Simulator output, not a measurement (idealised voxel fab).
voxel released beams: a process module
Pictured: cross-section cut, 250 nm wide, on a grid of 5 nm square cells.
Format of a cross-section: grid, square cells. Given as bands. Order: top down. Band: one or more rows of cells. Per band: top height and bottom height in nm, followed by the left-to-right materials and their widths in nm; "throughout" marks a single material spanning edge to edge, "blank" marks empty space. The reference from which all heights are counted is 0, the level beneath which the as-received wafer is entirely one material; the lowest band, having no lower bound, proceeds downward and is written after the example "from 0 down". It should be noted that a width expressed as "30 to 40" varies in equal increments from row to row of cells within the band, taking the value of the first number at the top row and that of the second number at the bottom row. "no modifications", as given for a step, is the statement that not any cell of the cross-section underwent a change during that step. Closed empty spaces (no open way to the top) of 8 cells or more are what "Cavities, sealed" lists, each as width x height at distance from the left edge, nm for all three. Past the settings on a step's line: simulator remark, on that step. Steps that use a mask can have "overlay nm" on their line. It says how far the mask sat to the right of where it was meant to be. Negative means to the left.
Steps in the process plan
1 RECEIVE,material Si
2 CONFORMAL_DEP,material SiN,thk nm 5
3 DIRECTIONAL_DEP,material SiO2,thk nm 20
4 MASKED_ETCH,tone open,mask id ANCHOR,width nm 35,etch materials SiO2,depth nm 20,overlay nm 0
5 CONFORMAL_DEP,material polySi,thk nm 10
6 MASKED_ETCH,tone cover,mask id BEAM,width nm 85,etch materials polySi,depth nm 10,overlay nm 0
7 STRIP,etch materials SiO2
As-received wafer cross-section (after step 1)
* from 0 down  Si throughout
* Cavities, sealed: none
Look at the cross-section after the module: the wafer started out the way shown above and the plan was the one shown above, yet one mistake was made along the way
* from 30 to 20  blank=80; polySi=15; blank=15; polySi=55; blank=85
* from 20 to 10  blank=85; polySi=10; blank=15; polySi=10; blank=130
* from 10 to 0  blank=85; polySi=35; blank=130
* from 0 down  Si throughout
* Cavities, sealed: none
what went wrong: step 2 of the plan was excluded from execution and never run
